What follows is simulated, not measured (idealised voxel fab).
Title: Process Module voxel trench capacitor
Cross-sectional view cut (width: 265 nm; square cell size: 5 nm).
In what follows, cross-sections appear as grids of square cells, described through bands that run from the top down, where every band is one or more rows of cells. This entry defines a band. It first specifies the height of the band's top and the height of its bottom in nm, and then specifies the band's materials from left to right, stating each material with its width in nm. The word "all across" identifies a single material that fills the band from edge to edge, while the word "blank" identifies empty space. Height 0 is the level under which the wafer as received is all one material. The lowest band goes on downwards, as in "from 0 down". Width spec "30 to 40" -> top row of cells at first value, bottom row at second value, equal per-row change in between. "remained the same" -> step changed no cross-section cell. The list in "Voids, fully enclosed" covers empty spaces of 8 cells or more that cannot reach the top through any open way, and it gives each as width x height at distance; the distance is from the left edge, and width, height and distance are in nm. Heads up: the bit after the settings on a step's line is the simulator's remark on that step. Among the settings permitted on a step's line is "overlay nm"; applied to a step with a mask, it specifies the extent to which the mask lay to the right of its planned position, whereas a negative figure signifies a position to the left.
# Process steps (planned)
1) RECEIVE: material Si
2) CONFORMAL_DEP: material SiN, thk nm 5
3) DIRECTIONAL_DEP: material aC, thk nm 10
4) PATTERN: tone open, mask id TRENCH, material resist, width nm 30, pitch nm 60, thk nm 30, overlay nm 0
5) DIRECTIONAL_ETCH: etch materials aC, depth nm 10
6) STRIP: etch materials resist
7) DIRECTIONAL_ETCH: etch materials SiN, depth nm 5
8) DIRECTIONAL_ETCH: etch materials Si, depth nm 40
9) STRIP: etch materials aC
10) CONFORMAL_DEP: material HfO2, thk nm 5
11) CONFORMAL_DEP: material TiN, thk nm 5
12) FILL_DEP: material W, thk nm 5
13) CMP: height nm 5
# As-received state of the wafer in cross-section, equivalent to post-step 1
* from 0 down = Si all across
* Voids, fully enclosed: none
# The cross-section shown corresponds to the wafer at the conclusion of the module. The initial structure and the process plan are those presented above; however, one mistake occurred in executing the plan
* from 5 to 0 = SiN: 85  HfO2: 5  TiN: 5  W: 15  TiN: 5  HfO2: 5  SiN: 25  HfO2: 5  TiN: 5  W: 15  TiN: 5  HfO2: 5  SiN: 85
* from 0 to -30 = Si: 85  HfO2: 5  TiN: 5  W: 15  TiN: 5  HfO2: 5  Si: 25  HfO2: 5  TiN: 5  W: 15  TiN: 5  HfO2: 5  Si: 85
* from -30 to -35 = Si: 85  HfO2: 5  TiN: 25  HfO2: 5  Si: 25  HfO2: 5  TiN: 25  HfO2: 5  Si: 85
* from -35 to -40 = Si: 85  HfO2: 35  Si: 25  HfO2: 35  Si: 85
* from -40 down = Si all across
* Voids, fully enclosed: none
In executing the process, a mistake was made relative to the plan: step 4 did not happen as planned, as run it was PATTERN: tone open, mask id TRENCH, material resist, width nm 35, pitch nm 60, thk nm 30, overlay nm 0
